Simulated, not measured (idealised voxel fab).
You're looking at the process module voxel gate over fins.
The cross-section on display is named cut; it measures 265 nm wide, and its cells are 5 nm squares.
Bands, listed from the top down, are how a cross-section gets written in this document; the cross-section itself is a grid of square cells, and a band is one or more rows of them.
For a band, the entry starts with two heights in nm, that of the top and then that of the bottom, and carries on with the band's materials in order from left to right, each alongside its width in nm; the word "edge to edge" beside a single material means it fills the band edge to edge, and "empty" means empty space.
Heights are measured from 0, the level below which the as-received wafer is all one material; the lowest band has no bottom and continues downward, written as in "0 nm and below".
With a width like "30 to 40", each row of cells in the band differs from the next by the same amount, the top row carrying the first number and the bottom row the second.
The cross-section has no changed cell in any step marked "nothing was modified".
The list in "Enclosed empty spaces" covers empty spaces of 8 cells or more that cannot reach the top through any open way, and it gives each as width x height at distance; the distance is from the left edge, and width, height and distance are in nm.
Read whatever lies past the settings on a step's line as the simulator's own remark about the step.
On any step carrying a mask, the "overlay nm" setting, if present on the step's line, tells how far right of its planned place the mask lay; negative values point to the left.
The process steps that were planned are listed below:
1. RECEIVE (material Si)
2. CONFORMAL_DEP (material SiN; thk nm 10)
3. DIRECTIONAL_DEP (material aC; thk nm 10)
4. PATTERN (tone cover; mask id FINS; material resist; width nm 15; pitch nm 50; thk nm 30; overlay nm -15)
5. DIRECTIONAL_ETCH (etch materials aC; depth nm 10)
6. STRIP (etch materials resist)
7. DIRECTIONAL_ETCH (etch materials SiN; depth nm 10)
8. DIRECTIONAL_ETCH (etch materials Si; depth nm 40)
9. STRIP (etch materials aC)
10. FILL_DEP (material SiO2; thk nm 15)
11. CMP (height nm 10)
12. PATTERN (tone open; mask id RAIL; material resist; width nm 15; thk nm 15; overlay nm 0)
13. DIRECTIONAL_ETCH (etch materials SiO2; depth nm 45)
14. STRIP (etch materials resist)
15. CONFORMAL_DEP (material TiN; thk nm 5)
16. FILL_DEP (material W; thk nm 10)
17. CMP (height nm 10)
18. SELECTIVE_ETCH (etch materials W Ru TiN; depth nm 25)
19. FILL_DEP (material SiO2; thk nm 5)
20. CMP (height nm 10)
21. SELECTIVE_ETCH (etch materials SiO2; depth nm 20)
22. STRIP (etch materials SiN)
23. CONFORMAL_DEP (material HfO2; thk nm 5)
24. CONFORMAL_DEP (material TiN; thk nm 5)
25. CONFORMAL_DEP (material TiAl; thk nm 5)
26. CONFORMAL_DEP (material TiN; thk nm 5)
27. FILL_DEP (material W; thk nm 10)
28. CMP (height nm 25)
29. CONFORMAL_DEP (material SiCN; thk nm 10)
Same starting wafers, different overlay nm at step 4. Plan value belongs to the first wafer.
The as-received cross-section of the first of several wafers corresponds to the state after step 1:
> 0 nm and below = Si edge to edge
> Enclosed empty spaces: none
The following table contains a row per wafer, in which are reported, at the conclusion of the module, the cells of each material gained (+) or lost (-) since the wafer's receipt, with its closed voids given thereafter:
overlay nm -15, +61 HfO2, -376 Si, +106 SiCN, +274 SiO2, +61 TiAl, +128 TiN, +117 W, Enclosed empty spaces: none
overlay nm -10, +61 HfO2, -376 Si, +106 SiCN, +270 SiO2, +61 TiAl, +129 TiN, +120 W, Enclosed empty spaces: none
overlay nm -5, +61 HfO2, -376 Si, +106 SiCN, +270 SiO2, +61 TiAl, +129 TiN, +120 W, Enclosed empty spaces: none
overlay nm 0, +61 HfO2, -376 Si, +106 SiCN, +270 SiO2, +61 TiAl, +129 TiN, +120 W, Enclosed empty spaces: none
overlay nm 5, +61 HfO2, -376 Si, +106 SiCN, +270 SiO2, +61 TiAl, +129 TiN, +120 W, Enclosed empty spaces: none
overlay nm 10, +61 HfO2, -376 Si, +106 SiCN, +270 SiO2, +61 TiAl, +129 TiN, +120 W, Enclosed empty spaces: none
overlay nm 15, +61 HfO2, -376 Si, +106 SiCN, +274 SiO2, +61 TiAl, +128 TiN, +117 W, Enclosed empty spaces: none
